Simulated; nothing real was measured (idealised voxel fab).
Process module heading - voxel spacer lines
The cross-section on display is named cut; it measures 220 nm wide, and its cells are 5 nm squares.
Just so we're on the same page, the cross-sections are grids of square cells, and they're listed out in bands top to bottom, each band one or more rows deep.
Top height, bottom height, nm. Materials left to right, width each, nm. Single material + "everywhere" = fills band edge to edge. "empty" = empty.
Heights from 0 (as-received wafer is one material below). Bottom band endless downward, as "z 0 and below".
Quick explanation for "30..40": the width changes in equal steps down the rows of cells, from the first number in the band's top row to the second number in its bottom row.
For the purposes of this document, the phrase "nothing different" attached to a step denotes that no cell within the cross-section was modified by that step.
What "Voids, enclosed" gives you is every empty space of 8 cells or more that is cut off from the top. Each appears as width x height at distance, with the distance taken from the left edge and width, height and distance all in nm.
Formally, on a step line, whatever follows the settings is a remark that the simulator itself makes on the step.
Regarding "overlay nm": on a step with a mask, it is the distance the mask lay to the right of its planned place; a negative value places it to the left.

Set out below are the planned steps of the process:
1) RECEIVE: material Si
2) CONFORMAL_DEP: material Al2O3, thk nm 5
3) DIRECTIONAL_DEP: material W, thk nm 10
4) DIRECTIONAL_DEP: material aC, thk nm 20
5) PATTERN: tone cover, mask id MANDREL, material resist, width nm 15, pitch nm 60, thk nm 30, overlay nm -15
6) DIRECTIONAL_ETCH: etch materials aC, depth nm 20
7) STRIP: etch materials resist
8) CONFORMAL_DEP: material SiO2, thk nm 15
9) DIRECTIONAL_ETCH: etch materials SiO2, depth nm 15
10) STRIP: etch materials aC
11) DIRECTIONAL_ETCH: etch materials W, depth nm 10
12) STRIP: etch materials SiO2
13) FILL_DEP: material SiO2, thk nm 10
14) CMP: height nm 15
Wafers differ in overlay nm at step 5; plan lists the first wafer's value; identical starting state.

This is how the first of several wafers looked in cross-section when it arrived, which is after step 1:
  z 0 and below | Si everywhere
  Voids, enclosed: none

Wafer rows, end of module: cells per material gained (+) or lost (-) since receipt; closed voids last:
overlay nm -15 | +44 Al2O3 | +64 SiO2 | +24 W | Voids, enclosed: none
overlay nm -10 | +44 Al2O3 | +64 SiO2 | +24 W | Voids, enclosed: none
overlay nm -5 | +44 Al2O3 | +64 SiO2 | +24 W | Voids, enclosed: none
overlay nm 0 | +44 Al2O3 | +64 SiO2 | +24 W | Voids, enclosed: none
overlay nm 5 | +44 Al2O3 | +64 SiO2 | +24 W | Voids, enclosed: none
overlay nm 10 | +44 Al2O3 | +64 SiO2 | +24 W | Voids, enclosed: none
overlay nm 15 | +44 Al2O3 | +64 SiO2 | +24 W | Voids, enclosed: none
